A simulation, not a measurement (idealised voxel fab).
The following process module bears the name voxel spacer lines.
Xsec cut, 245 nm wide, square cell size 5 nm.
Format of a cross-section: grid, square cells. Given as bands. Order: top down. Band: one or more rows of cells.
Per band: top height and bottom height in nm, followed by the left-to-right materials and their widths in nm; "throughout" marks a single material spanning edge to edge, "air" marks empty space.
Height 0 is the level under which the wafer as received is all one material. The lowest band goes on downwards, as in "0 down".
Per-row width for "30 to 40": begins at first number (top row of band), ends at second number (bottom row), increment between rows held constant.
The designation "remains unaltered", where it is given for a processing step, indicates that no cell of the cross-section was altered in the course of that step.
Enclosed internal voids: empty space of 8 cells or more with no open way to the top, each as width x height at its distance from the left edge, in nm
Heads up: the bit after the settings on a step's line is the simulator's remark on that step.
"overlay nm", when on a step's line for a step with a mask, measures how far to the right of its planned place the mask lay; a negative measure means to the left.

### Process steps foreseen in the plan
step 1: RECEIVE, material Si
step 2: CONFORMAL_DEP, material Al2O3, thk nm 10
step 3: DIRECTIONAL_DEP, material TiN, thk nm 10
step 4: DIRECTIONAL_DEP, material aC, thk nm 20
step 5: PATTERN, tone cover, mask id MANDREL, material resist, width nm 20, pitch nm 70, thk nm 30, overlay nm 0
step 6: DIRECTIONAL_ETCH, etch materials aC, depth nm 20
step 7: STRIP, etch materials resist
step 8: CONFORMAL_DEP, material SiO2, thk nm 15
step 9: DIRECTIONAL_ETCH, etch materials SiO2, depth nm 15
step 10: STRIP, etch materials aC
step 11: DIRECTIONAL_ETCH, etch materials TiN, depth nm 10
step 12: STRIP, etch materials SiO2

### Cross-section of the wafer at receipt, which is the condition after step 1
* 0 down  Si throughout
* Enclosed internal voids: none

### End-of-module XS, first of two wafers, run as planned
* 20 to 10  air 25; TiN 15; air 20; TiN 15; air 20; TiN 15; air 20; TiN 15; air 20; TiN 15; air 20; TiN 15; air 30
* 10 to 0  Al2O3 throughout
* 0 down  Si throughout
* Enclosed internal voids: none

### Cross-section, second wafer: same start as the first, same plan as the first, one mistake in running it; taken at the end of the module
* 20 to 10  air 25; TiN 15; air 25; TiN 15; air 15; TiN 15; air 25; TiN 15; air 15; TiN 15; air 25; TiN 15; air 25
* 10 to 0  Al2O3 throughout
* 0 down  Si throughout
* Enclosed internal voids: none
Want to know what went wrong? planned and actual differ for step 5; actual: PATTERN, tone cover, mask id MANDREL, material resist, width nm 25, pitch nm 70, thk nm 30, overlay nm 0
Same inventory, different map: at the end, the second wafer holds as many cells of each material as the first, placed elsewhere.
